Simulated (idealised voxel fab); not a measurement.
The process module that follows is named voxel trench capacitor.
Square cell edge 5 nm, section width 155 nm, ID cut.
We lay out every cross-section as a grid of square cells and spell it out in bands from the top down, where one band means one or more rows of cells. Top height, bottom height, nm. Materials left to right, width each, nm. Single material + "edge to edge" = fills band edge to edge. "blank" = empty. The level at which height equals 0 is the one under which the wafer, as it arrives, is entirely one material. No lower edge exists for the bottom band, which continues downward and is notated as in "from 0 down". When a width is written as two numbers, as in "30->40", the first number is the width in the top row of cells of the band and the second is the width in its bottom row, and the width changes by the same amount from each row to the next. No cell of the cross-section changed in a step that is given as "remained unchanged". "Trapped cavities" specifies each empty space that is not open to the top and that occupies no fewer than 8 cells, using the form width x height at distance, the distance measured from the left edge and all three quantities in nm. It should be noted that, on the line of a given step, the content following the step's settings is a remark produced by the simulator itself with respect to that step. On any step carrying a mask, the "overlay nm" setting, if present on the step's line, tells how far right of its planned place the mask lay; negative values point to the left. Each of the pairs that make up the rest of this document says: here is the cross-section before one process step, here is the cross-section after it, drawn only down to the lowest band that changed, and here, under the pair, is the step lying between them with its settings. Different pairs may come from different runs of this module on the same starting wafer, so a pair continues from the pair above it only where its entry headed "Pre-step" says so.
-- Pre-step
from 25 to 15  polySi edge to edge
from 15 to 10  polySi 25 nm, then SiO2 25 nm, then polySi 15 nm, then SiO2 25 nm, then polySi 15 nm, then SiO2 25 nm, then polySi 25 nm
from 10 to 0  polySi 25 nm, then SiO2 5 nm, then SiN 15 nm, then SiO2 5 nm, then polySi 15 nm, then SiO2 5 nm, then SiN 15 nm, then SiO2 5 nm, then polySi 15 nm, then SiO2 5 nm, then SiN 15 nm, then SiO2 5 nm, then polySi 25 nm
from 0 to -25  polySi 25 nm, then SiO2 5 nm, then Si 15 nm, then SiO2 5 nm, then polySi 15 nm, then SiO2 5 nm, then Si 15 nm, then SiO2 5 nm, then polySi 15 nm, then SiO2 5 nm, then Si 15 nm, then SiO2 5 nm, then polySi 25 nm
from -25 to -30  SiO2 30 nm, then Si 15 nm, then SiO2 25 nm, then Si 15 nm, then SiO2 25 nm, then Si 15 nm, then SiO2 30 nm
from -30 down  Si edge to edge
Trapped cavities: none
-- Cross-Section After Step
from 10 to 0  polySi 25 nm, then SiO2 5 nm, then SiN 15 nm, then SiO2 5 nm, then polySi 15 nm, then SiO2 5 nm, then SiN 15 nm, then SiO2 5 nm, then polySi 15 nm, then SiO2 5 nm, then SiN 15 nm, then SiO2 5 nm, then polySi 25 nm
Under the height 0 nothing was changed.
Trapped cavities: none
Processing between the before and after sections above: CMP with height nm 10
